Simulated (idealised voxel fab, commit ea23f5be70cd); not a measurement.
Name of the process module below: voxel fin reveal
The cross-section shown here is cut; it is 275 nm wide and divided into square cells measuring 5 nm on a side.
Throughout this document, each cross-section is represented as a grid of square cells and is presented as a sequence of bands enumerated from the top downward, where a band comprises one or more rows of cells.
This entry defines a band. It first specifies the height of the band's top and the height of its bottom in nm, and then specifies the band's materials from left to right, stating each material with its width in nm. The word "full width" identifies a single material that fills the band from edge to edge, while the word "blank" identifies empty space.
For the purposes of this specification, 0 denotes the height below which the wafer in its as-received condition is composed wholly of one material, and the lowermost band, lacking a lower limit, extends downward without end, as expressed in "0 down".
The two numbers in a width such as "30 to 40" mark its ends across the band: the first belongs to the top row of cells, the second to the bottom row, and from each row to the next the width moves by the same amount.
Step note "remained unchanged" = no cross-section cell changed.
In "Closed cavity list" the enclosed voids are listed, meaning empty spaces of 8 cells or larger without any opening to the top. The form is width x height at distance, distance from the left edge, units nm.
Where a step's line continues beyond its settings, the continuation is a remark by the simulator itself on that step.
overlay nm: step with mask; distance mask lay right of planned place; negative value = left of planned place.

# The steps planned for the process are as follows
1: RECEIVE [material Si]
2: CONFORMAL_DEP [material SiN] [thk nm 5]
3: PATTERN [tone cover] [mask id FINS] [material resist] [width nm 15] [pitch nm 35] [thk nm 15] [overlay nm 0]
4: DIRECTIONAL_ETCH [etch materials SiN] [depth nm 5]
5: DIRECTIONAL_ETCH [etch materials Si] [depth nm 40]
6: STRIP [etch materials resist]
7: FILL_DEP [material SiO2] [thk nm 10]
8: CMP [height nm 5]
9: SELECTIVE_ETCH [etch materials SiO2] [depth nm 25]
10: STRIP [etch materials SiN]
11: CONFORMAL_DEP [material HfO2] [thk nm 5]

# Cross-section of the incoming wafer, state after step 1
> 0 down  Si full width
> Closed cavity list: none

# Module complete - cross-section of the first of two wafers, run according to plan
> 5 to 0  blank (70) / HfO2 (25) / blank (10) / HfO2 (25) / blank (10) / HfO2 (25) / blank (10) / HfO2 (25) / blank (75)
> 0 to -15  blank (70) / HfO2 (5) / Si (15) / HfO2 (5) / blank (10) / HfO2 (5) / Si (15) / HfO2 (5) / blank (10) / HfO2 (5) / Si (15) / HfO2 (5) / blank (10) / HfO2 (5) / Si (15) / HfO2 (5) / blank (75)
> -15 to -20  HfO2 (75) / Si (15) / HfO2 (20) / Si (15) / HfO2 (20) / Si (15) / HfO2 (20) / Si (15) / HfO2 (80)
> -20 to -40  SiO2 (75) / Si (15) / SiO2 (20) / Si (15) / SiO2 (20) / Si (15) / SiO2 (20) / Si (15) / SiO2 (80)
> -40 down  Si full width
> Closed cavity list: none

# Wafer two, end of module, cross-section. Same start, same plan as wafer one. One mistake in the run
> 5 to 0  blank (70) / HfO2 (30) / blank (5) / HfO2 (30) / blank (5) / HfO2 (30) / blank (5) / HfO2 (30) / blank (70)
> 0 to -15  blank (70) / HfO2 (5) / Si (20) / HfO2 (5) / blank (5) / HfO2 (5) / Si (20) / HfO2 (5) / blank (5) / HfO2 (5) / Si (20) / HfO2 (5) / blank (5) / HfO2 (5) / Si (20) / HfO2 (5) / blank (70)
> -15 to -20  HfO2 (75) / Si (20) / HfO2 (15) / Si (20) / HfO2 (15) / Si (20) / HfO2 (15) / Si (20) / HfO2 (75)
> -20 to -40  SiO2 (75) / Si (20) / SiO2 (15) / Si (20) / SiO2 (15) / Si (20) / SiO2 (15) / Si (20) / SiO2 (75)
> -40 down  Si full width
> Closed cavity list: none
Misprocessing identified: it should be noted that step 3 was executed with settings other than those planned, the operation and settings actually applied being PATTERN [tone cover] [mask id FINS] [material resist] [width nm 20] [pitch nm 35] [thk nm 15] [overlay nm 0]
Per the end-of-run cell counts, the second wafer holds more or fewer of some materials than the first: 32 more of Si, 16 fewer of SiO2
